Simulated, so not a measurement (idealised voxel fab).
Presented below is a process module, voxel capacitor over wiring.
The cross-section on display is named cut; it measures 235 nm wide, and its cells are 5 nm squares.
This document writes a cross-section as a grid whose cells are square, and gives it as bands, listed from the top down; one or more rows of cells form a band. Read a band's entry like this: the first values are the height of its top and the height of its bottom in nm, and what follows is the sequence of materials from left to right, each with its width in nm. Note that "blank" is empty space, and that a single material marked "edge to edge" reaches across the band from edge to edge. Counting heights begins at 0, where everything beneath is, in the wafer as received, one material. The lowest band has no bottom; it goes on downwards, as "0 nm and below" shows. Note: "30 to 40" means the width goes from the first number (top row of the band) to the second number (bottom row) in equal steps per row of cells. Reading "stayed the same" for a step: not a cell of the cross-section changed in it. "Closed void table" means: voids of 8 cells or more that are shut off from the top with no open way through. Written width x height at distance, distance from the left edge, in nm. after a step's settings: what the simulator itself notes on the step. The "overlay nm" setting may appear on a step's line; for a step that uses a mask, it gives how far to the right of its planned position the mask lay, and a negative value indicates the left.
Steps in the process plan:
1 op RECEIVE | material Si
2 op CONFORMAL_DEP | material SiO2 | thk nm 15
3 op CONFORMAL_DEP | material SiCN | thk nm 5
4 op DIRECTIONAL_DEP | material SiO2 | thk nm 15
5 op DIRECTIONAL_DEP | material aC | thk nm 10
6 op PATTERN | tone open | mask id METAL_1 | material resist | width nm 30 | pitch nm 95 | thk nm 25 | overlay nm 0
7 op DIRECTIONAL_ETCH | etch materials aC | depth nm 10
8 op STRIP | etch materials resist
9 op DIRECTIONAL_ETCH | etch materials SiO2 | depth nm 15
10 op DIRECTIONAL_ETCH | etch materials SiCN | depth nm 5
11 op STRIP | etch materials aC
12 op CONFORMAL_DEP | material TiN | thk nm 5
13 op FILL_DEP | material Cu | thk nm 5
14 op CMP | height nm 35
15 op CONFORMAL_DEP | material SiCN | thk nm 5
16 op DIRECTIONAL_DEP | material SiO2 | thk nm 15
17 op MASKED_ETCH | tone open | mask id PLUG_1 | width nm 15 | etch materials SiO2 | depth nm 15 | overlay nm 0
18 op MASKED_ETCH | tone open | mask id PLUG_1 | width nm 15 | etch materials SiCN | depth nm 5 | overlay nm 0
19 op CONFORMAL_DEP | material TiN | thk nm 5
20 op FILL_DEP | material Cu | thk nm 10
21 op CMP | height nm 55
22 op DIRECTIONAL_DEP | material TiN | thk nm 10
23 op DIRECTIONAL_DEP | material SiN | thk nm 5
24 op DIRECTIONAL_DEP | material TiN | thk nm 5
25 op PATTERN | tone cover | mask id UPPER_PLATE | material resist | width nm 70 | thk nm 20 | overlay nm 0
26 op DIRECTIONAL_ETCH | etch materials TiN | depth nm 5
27 op DIRECTIONAL_ETCH | etch materials SiN | depth nm 5
28 op STRIP | etch materials resist
29 op PATTERN | tone cover | mask id LOWER_PLATE | material resist | width nm 80 | thk nm 20 | overlay nm 0
30 op DIRECTIONAL_ETCH | etch materials TiN | depth nm 10
31 op STRIP | etch materials resist
32 op FILL_DEP | material SiO2 | thk nm 20
33 op CMP | height nm 90
34 op DIRECTIONAL_DEP | material aC | thk nm 10
35 op PATTERN | tone open | mask id PLUG_2 | material resist | width nm 15 | thk nm 30 | overlay nm 0
36 op DIRECTIONAL_ETCH | etch materials aC | depth nm 10
37 op STRIP | etch materials resist
38 op DIRECTIONAL_ETCH | etch materials SiO2 | depth nm 15
39 op STRIP | etch materials aC
40 op CONFORMAL_DEP | material TiN | thk nm 5
41 op FILL_DEP | material Ru | thk nm 10
42 op CMP | height nm 90
43 op CONFORMAL_DEP | material SiCN | thk nm 5
As-received state of the wafer in cross-section, equivalent to post-step 1:
> 0 nm and below  Si edge to edge
> Closed void table: none
End-of-module XS, first of two wafers, run as planned:
> 95 nm to 90 nm  SiCN edge to edge
> 90 nm to 80 nm  80 of SiO2  5 of TiN  5 of Ru  5 of TiN  140 of SiO2
> 80 nm to 70 nm  80 to 70 of SiO2  15 to 70 of TiN  140 to 95 of SiO2
> 70 nm to 65 nm  70 of SiO2  70 of SiN  95 of SiO2
> 65 nm to 55 nm  65 of SiO2  80 of TiN  90 of SiO2
> 55 nm to 40 nm  70 of SiO2  5 of TiN  5 of Cu  5 of TiN  150 of SiO2
> 40 nm to 35 nm  70 of SiCN  15 of TiN  150 of SiCN
> 35 nm to 20 nm  55 of SiO2  5 of TiN  20 of Cu  5 of TiN  65 of SiO2  5 of TiN  20 of Cu  5 of TiN  55 of SiO2
> 20 nm to 15 nm  55 of SiCN  30 of TiN  65 of SiCN  30 of TiN  55 of SiCN
> 15 nm to 0 nm  SiO2 edge to edge
> 0 nm and below  Si edge to edge
> Closed void table: none
Here is the second of the two wafers cut open at the end of the module - same start, same plan as the first one, but we made one mistake running it:
> 95 nm to 90 nm  SiCN edge to edge
> 90 nm to 80 nm  80 of SiO2  5 of TiN  5 of Ru  5 of TiN  140 of SiO2
> 80 nm to 75 nm  80 of SiO2  15 of TiN  140 of SiO2
> 75 nm to 70 nm  SiO2 edge to edge
> 70 nm to 65 nm  70 of SiO2  70 of TiN  95 of SiO2
> 65 nm to 55 nm  65 of SiO2  80 of TiN  90 of SiO2
> 55 nm to 40 nm  70 of SiO2  5 of TiN  5 of Cu  5 of TiN  150 of SiO2
> 40 nm to 35 nm  70 of SiCN  15 of TiN  150 of SiCN
> 35 nm to 20 nm  55 of SiO2  5 of TiN  20 of Cu  5 of TiN  65 of SiO2  5 of TiN  20 of Cu  5 of TiN  55 of SiO2
> 20 nm to 15 nm  55 of SiCN  30 of TiN  65 of SiCN  30 of TiN  55 of SiCN
> 15 nm to 0 nm  SiO2 edge to edge
> 0 nm and below  Si edge to edge
> Closed void table: none
Want to know what went wrong? step 23 from the plan never happened, it was just skipped
The second wafer ends with more or fewer cells of some materials than the first, per final count: -14 SiN, +14 SiO2
